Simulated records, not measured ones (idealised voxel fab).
process module | voxel air gaps
cross-section cut | 255 nm wide | cells 5 nm
A cross-section is a grid of square cells, given in bands from the top down. A band is one or more rows of cells.
Each band's line starts with the height of the band's top and of its bottom, in nm. Then come its materials from left to right, each with its width in nm. One material with "throughout" fills the band from edge to edge. "air" is empty space.
Height 0 is the level under which the wafer as received is all one material. The lowest band goes on downwards, as in "0 down".
A width such as "30 to 40" changes by the same amount from each row of cells to the next, from the band's top row to its bottom row.
"no change" after a step means that no cell of the cross-section changed.
closed voids: empty space of 8 cells or more with no open way to the top, each as width x height at its distance from the left edge, in nm
after a step's settings: what the simulator itself notes on the step
overlay nm, on a step with a mask: how far to the right of its planned place the mask lay; to the left if negative
plan
1 op RECEIVE | material Si
2 op CONFORMAL_DEP | material SiO2 | thk nm 10
3 op CONFORMAL_DEP | material SiN | thk nm 5
4 op DIRECTIONAL_DEP | material lowk | thk nm 40
5 op PATTERN | tone open | mask id LINES | material resist | width nm 15 | pitch nm 40 | thk nm 15 | overlay nm 0
6 op DIRECTIONAL_ETCH | etch materials lowk | depth nm 40
7 op STRIP | etch materials resist
8 op CONFORMAL_DEP | material TiN | thk nm 5
9 op FILL_DEP | material Cu | thk nm 5
10 op CMP | height nm 55
11 op EPI | material Ru | thk nm 10
12 op SELECTIVE_ETCH | etch materials lowk | depth nm 50
13 op CONFORMAL_DEP | material SiN | thk nm 5
first wafer, as planned
as received, after step 1
  0 down: Si throughout
  closed voids: none
after step 2
  10 to 0: SiO2 throughout
  below 0: unchanged
after step 3
  15 to 10: SiN throughout
  below 10: unchanged
after step 4
  55 to 15: lowk throughout
  below 15: unchanged
after step 5
  70 to 55: resist 60 | air 15 | resist 25 | air 15 | resist 25 | air 15 | resist 25 | air 15 | resist 60
  below 55: unchanged
after step 6
  70 to 55: resist 60 | air 15 | resist 25 | air 15 | resist 25 | air 15 | resist 25 | air 15 | resist 60
  55 to 15: lowk 60 | air 15 | lowk 25 | air 15 | lowk 25 | air 15 | lowk 25 | air 15 | lowk 60
  below 15: unchanged
after step 7
  55 to 15: lowk 60 | air 15 | lowk 25 | air 15 | lowk 25 | air 15 | lowk 25 | air 15 | lowk 60
  below 15: unchanged
after step 8
  60 to 55: TiN 65 | air 5 | TiN 35 | air 5 | TiN 35 | air 5 | TiN 35 | air 5 | TiN 65
  55 to 20: lowk 60 | TiN 5 | air 5 | TiN 5 | lowk 25 | TiN 5 | air 5 | TiN 5 | lowk 25 | TiN 5 | air 5 | TiN 5 | lowk 25 | TiN 5 | air 5 | TiN 5 | lowk 60
  20 to 15: lowk 60 | TiN 15 | lowk 25 | TiN 15 | lowk 25 | TiN 15 | lowk 25 | TiN 15 | lowk 60
  below 15: unchanged
after step 9
  65 to 60: Cu throughout
  60 to 55: TiN 65 | Cu 5 | TiN 35 | Cu 5 | TiN 35 | Cu 5 | TiN 35 | Cu 5 | TiN 65
  55 to 20: lowk 60 | TiN 5 | Cu 5 | TiN 5 | lowk 25 | TiN 5 | Cu 5 | TiN 5 | lowk 25 | TiN 5 | Cu 5 | TiN 5 | lowk 25 | TiN 5 | Cu 5 | TiN 5 | lowk 60
  below 20: unchanged
after step 10
  55 to 20: lowk 60 | TiN 5 | Cu 5 | TiN 5 | lowk 25 | TiN 5 | Cu 5 | TiN 5 | lowk 25 | TiN 5 | Cu 5 | TiN 5 | lowk 25 | TiN 5 | Cu 5 | TiN 5 | lowk 60
  below 20: unchanged
after step 11
  65 to 55: air 50 | Ru 35 | air 5 | Ru 35 | air 5 | Ru 35 | air 5 | Ru 35 | air 50
  below 55: unchanged
after step 12
  65 to 55: air 50 | Ru 35 | air 5 | Ru 35 | air 5 | Ru 35 | air 5 | Ru 35 | air 50
  55 to 20: air 60 | TiN 5 | Cu 5 | TiN 5 | air 25 | TiN 5 | Cu 5 | TiN 5 | air 25 | TiN 5 | Cu 5 | TiN 5 | air 25 | TiN 5 | Cu 5 | TiN 5 | air 60
  20 to 15: air 60 | TiN 15 | air 25 | TiN 15 | air 25 | TiN 15 | air 25 | TiN 15 | air 60
  below 15: unchanged
after step 13
  70 to 65: air 45 | SiN 165 | air 45
  65 to 55: air 45 | SiN 5 | Ru 35 | SiN 5 | Ru 35 | SiN 5 | Ru 35 | SiN 5 | Ru 35 | SiN 5 | air 45
  55 to 50: air 45 | SiN 15 | TiN 5 | Cu 5 | TiN 5 | SiN 25 | TiN 5 | Cu 5 | TiN 5 | SiN 25 | TiN 5 | Cu 5 | TiN 5 | SiN 25 | TiN 5 | Cu 5 | TiN 5 | SiN 15 | air 45
  50 to 20: air 55 | SiN 5 | TiN 5 | Cu 5 | TiN 5 | SiN 5 | air 15 | SiN 5 | TiN 5 | Cu 5 | TiN 5 | SiN 5 | air 15 | SiN 5 | TiN 5 | Cu 5 | TiN 5 | SiN 5 | air 15 | SiN 5 | TiN 5 | Cu 5 | TiN 5 | SiN 5 | air 55
  20 to 15: SiN 60 | TiN 15 | SiN 25 | TiN 15 | SiN 25 | TiN 15 | SiN 25 | TiN 15 | SiN 60
  below 15: unchanged
  closed voids: 15 x 30 at 80; 15 x 30 at 120; 15 x 30 at 160
second wafer: like start, like plan, one mistake. Through step 4 it matches the first wafer
when step 5 should have ended
  70 to 55: resist 70 | air 15 | resist 25 | air 15 | resist 25 | air 15 | resist 25 | air 15 | resist 50
  below 55: unchanged
when step 6 should have ended
  70 to 55: resist 70 | air 15 | resist 25 | air 15 | resist 25 | air 15 | resist 25 | air 15 | resist 50
  55 to 15: lowk 70 | air 15 | lowk 25 | air 15 | lowk 25 | air 15 | lowk 25 | air 15 | lowk 50
  below 15: unchanged
when step 7 should have ended
  55 to 15: lowk 70 | air 15 | lowk 25 | air 15 | lowk 25 | air 15 | lowk 25 | air 15 | lowk 50
  below 15: unchanged
when step 8 should have ended
  60 to 55: TiN 75 | air 5 | TiN 35 | air 5 | TiN 35 | air 5 | TiN 35 | air 5 | TiN 55
  55 to 20: lowk 70 | TiN 5 | air 5 | TiN 5 | lowk 25 | TiN 5 | air 5 | TiN 5 | lowk 25 | TiN 5 | air 5 | TiN 5 | lowk 25 | TiN 5 | air 5 | TiN 5 | lowk 50
  20 to 15: lowk 70 | TiN 15 | lowk 25 | TiN 15 | lowk 25 | TiN 15 | lowk 25 | TiN 15 | lowk 50
  below 15: unchanged
when step 9 should have ended
  65 to 60: Cu throughout
  60 to 55: TiN 75 | Cu 5 | TiN 35 | Cu 5 | TiN 35 | Cu 5 | TiN 35 | Cu 5 | TiN 55
  55 to 20: lowk 70 | TiN 5 | Cu 5 | TiN 5 | lowk 25 | TiN 5 | Cu 5 | TiN 5 | lowk 25 | TiN 5 | Cu 5 | TiN 5 | lowk 25 | TiN 5 | Cu 5 | TiN 5 | lowk 50
  below 20: unchanged
when step 10 should have ended
  55 to 20: lowk 70 | TiN 5 | Cu 5 | TiN 5 | lowk 25 | TiN 5 | Cu 5 | TiN 5 | lowk 25 | TiN 5 | Cu 5 | TiN 5 | lowk 25 | TiN 5 | Cu 5 | TiN 5 | lowk 50
  below 20: unchanged
when step 11 should have ended
  65 to 55: air 60 | Ru 35 | air 5 | Ru 35 | air 5 | Ru 35 | air 5 | Ru 35 | air 40
  below 55: unchanged
when step 12 should have ended
  65 to 55: air 60 | Ru 35 | air 5 | Ru 35 | air 5 | Ru 35 | air 5 | Ru 35 | air 40
  55 to 20: air 70 | TiN 5 | Cu 5 | TiN 5 | air 25 | TiN 5 | Cu 5 | TiN 5 | air 25 | TiN 5 | Cu 5 | TiN 5 | air 25 | TiN 5 | Cu 5 | TiN 5 | air 50
  20 to 15: air 70 | TiN 15 | air 25 | TiN 15 | air 25 | TiN 15 | air 25 | TiN 15 | air 50
  below 15: unchanged
when step 13 should have ended
  70 to 65: air 55 | SiN 165 | air 35
  65 to 55: air 55 | SiN 5 | Ru 35 | SiN 5 | Ru 35 | SiN 5 | Ru 35 | SiN 5 | Ru 35 | SiN 5 | air 35
  55 to 50: air 55 | SiN 15 | TiN 5 | Cu 5 | TiN 5 | SiN 25 | TiN 5 | Cu 5 | TiN 5 | SiN 25 | TiN 5 | Cu 5 | TiN 5 | SiN 25 | TiN 5 | Cu 5 | TiN 5 | SiN 15 | air 35
  50 to 20: air 65 | SiN 5 | TiN 5 | Cu 5 | TiN 5 | SiN 5 | air 15 | SiN 5 | TiN 5 | Cu 5 | TiN 5 | SiN 5 | air 15 | SiN 5 | TiN 5 | Cu 5 | TiN 5 | SiN 5 | air 15 | SiN 5 | TiN 5 | Cu 5 | TiN 5 | SiN 5 | air 45
  20 to 15: SiN 70 | TiN 15 | SiN 25 | TiN 15 | SiN 25 | TiN 15 | SiN 25 | TiN 15 | SiN 50
  below 15: unchanged
  closed voids: 15 x 30 at 90; 15 x 30 at 130; 15 x 30 at 170
what went wrong: step 5 ran as: op PATTERN | tone open | mask id LINES | material resist | width nm 15 | pitch nm 40 | thk nm 15 | overlay nm 10
at the end the second wafer has, in cells: as many of each material as the first, in other places
